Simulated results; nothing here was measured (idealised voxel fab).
Process module heading - voxel air gaps
Each square cell in cross-section cut measures 5 nm, and the section as a whole is 280 nm wide.
Cross-section format: a grid of square cells, given as bands from top to bottom; each band is one or more rows of cells.
For a band, the entry starts with two heights in nm, that of the top and then that of the bottom, and carries on with the band's materials in order from left to right, each alongside its width in nm; the word "full width" beside a single material means it fills the band edge to edge, and "blank" means empty space.
Measure heights from 0. That's the level where, below it, the as-received wafer is all one material. The lowest band is bottomless and extends downward; write it as in "0..down".
The notation "30->40" denotes a width that varies across the rows of cells in the band, beginning at the first number in the top row, finishing at the second number in the bottom row, and changing by an identical amount from each row to the next.
No cell of the cross-section changed in a step that is given as "stayed the same".
Reported under the label "Enclosed void inventory" are the empty spaces having no open way to the top and comprising 8 cells or more; the notation for each is width x height at distance, in which the distance is measured from the left edge and all three values are in nm.
after a step's settings: what the simulator itself notes on the step
overlay nm: where the mask lay relative to plan, measured to the right, on steps with a mask; negatives go left.

Listed below are the process steps as planned
| 1 | RECEIVE: material Si |
| 2 | CONFORMAL_DEP: material SiO2, thk nm 10 |
| 3 | CONFORMAL_DEP: material SiCN, thk nm 5 |
| 4 | DIRECTIONAL_DEP: material lowk, thk nm 35 |
| 5 | MASKED_ETCH: tone open, mask id LINES, width nm 15, pitch nm 40, etch materials lowk, depth nm 35, overlay nm 0 |
| 6 | CONFORMAL_DEP: material TiN, thk nm 5 |
| 7 | FILL_DEP: material W, thk nm 10 |
| 8 | CMP: height nm 50 |
| 9 | EPI: material Ru, thk nm 10 |
| 10 | SELECTIVE_ETCH: etch materials lowk, depth nm 45 |
| 11 | CONFORMAL_DEP: material SiCN, thk nm 5 |

On the first of the two wafers: run conducted according to plan

Cross-section of the incoming wafer, state after step 1
	0..down: Si full width
	Enclosed void inventory: none

Wafer section view after processing step 2
	10..0: SiO2 full width
	Note: structure below 0 unchanged.

Wafer section view after processing step 3
	15..10: SiCN full width
	Note: structure below 10 unchanged.

Wafer section view after processing step 4
	50..15: lowk full width
	Note: structure below 15 unchanged.

Wafer section view after processing step 5
	50..15: lowk=70; blank=15; lowk=25; blank=15; lowk=25; blank=15; lowk=25; blank=15; lowk=75
	Note: structure below 15 unchanged.

Wafer section view after processing step 6
	55..50: TiN=75; blank=5; TiN=35; blank=5; TiN=35; blank=5; TiN=35; blank=5; TiN=80
	50..20: lowk=70; TiN=5; blank=5; TiN=5; lowk=25; TiN=5; blank=5; TiN=5; lowk=25; TiN=5; blank=5; TiN=5; lowk=25; TiN=5; blank=5; TiN=5; lowk=75
	20..15: lowk=70; TiN=15; lowk=25; TiN=15; lowk=25; TiN=15; lowk=25; TiN=15; lowk=75
	Note: structure below 15 unchanged.

Wafer section view after processing step 7
	65..55: W full width
	55..50: TiN=75; W=5; TiN=35; W=5; TiN=35; W=5; TiN=35; W=5; TiN=80
	50..20: lowk=70; TiN=5; W=5; TiN=5; lowk=25; TiN=5; W=5; TiN=5; lowk=25; TiN=5; W=5; TiN=5; lowk=25; TiN=5; W=5; TiN=5; lowk=75
	Note: structure below 20 unchanged.

Wafer section view after processing step 8
	50..20: lowk=70; TiN=5; W=5; TiN=5; lowk=25; TiN=5; W=5; TiN=5; lowk=25; TiN=5; W=5; TiN=5; lowk=25; TiN=5; W=5; TiN=5; lowk=75
	Note: structure below 20 unchanged.

Wafer section view after processing step 9
	60..50: blank=60; Ru=35; blank=5; Ru=35; blank=5; Ru=35; blank=5; Ru=35; blank=65
	Note: structure below 50 unchanged.

Wafer section view after processing step 10
	60..50: blank=60; Ru=35; blank=5; Ru=35; blank=5; Ru=35; blank=5; Ru=35; blank=65
	50..20: blank=70; TiN=5; W=5; TiN=5; blank=25; TiN=5; W=5; TiN=5; blank=25; TiN=5; W=5; TiN=5; blank=25; TiN=5; W=5; TiN=5; blank=75
	20..15: blank=70; TiN=15; blank=25; TiN=15; blank=25; TiN=15; blank=25; TiN=15; blank=75
	Note: structure below 15 unchanged.

Wafer section view after processing step 11
	65..60: blank=55; SiCN=165; blank=60
	60..50: blank=55; SiCN=5; Ru=35; SiCN=5; Ru=35; SiCN=5; Ru=35; SiCN=5; Ru=35; SiCN=5; blank=60
	50..45: blank=55; SiCN=15; TiN=5; W=5; TiN=5; SiCN=25; TiN=5; W=5; TiN=5; SiCN=25; TiN=5; W=5; TiN=5; SiCN=25; TiN=5; W=5; TiN=5; SiCN=15; blank=60
	45..20: blank=65; SiCN=5; TiN=5; W=5; TiN=5; SiCN=5; blank=15; SiCN=5; TiN=5; W=5; TiN=5; SiCN=5; blank=15; SiCN=5; TiN=5; W=5; TiN=5; SiCN=5; blank=15; SiCN=5; TiN=5; W=5; TiN=5; SiCN=5; blank=70
	20..15: SiCN=70; TiN=15; SiCN=25; TiN=15; SiCN=25; TiN=15; SiCN=25; TiN=15; SiCN=75
	Note: structure below 15 unchanged.
	Enclosed void inventory: 15 x 25 at 90; 15 x 25 at 130; 15 x 25 at 170

Here the second wafer is described. Its start and its plan were those of the first wafer. Its run contained one mistake. Up to and including step 7, it did exactly what the first wafer did

Cross-section: second wafer, time at which step 8 was scheduled to end
	60..55: W full width
	Note: structure below 55 unchanged.

Cross-section: second wafer, time at which step 9 was scheduled to end
	70..60: Ru full width
	Note: structure below 60 unchanged.

Cross-section: second wafer, time at which step 10 was scheduled to end: stayed the same

Cross-section: second wafer, time at which step 11 was scheduled to end
	75..70: SiCN full width
	Note: structure below 70 unchanged.
Which mistake was made when the wafer was run? step 8 ran differently from the plan; actual operation with settings: CMP: height nm 60
Final cells, second wafer relative to first, materials higher or lower: Ru +56, SiCN -92, TiN +52, W +60, lowk +308
The first wafer finishes with 3 closed voids, while the second finishes with 0.
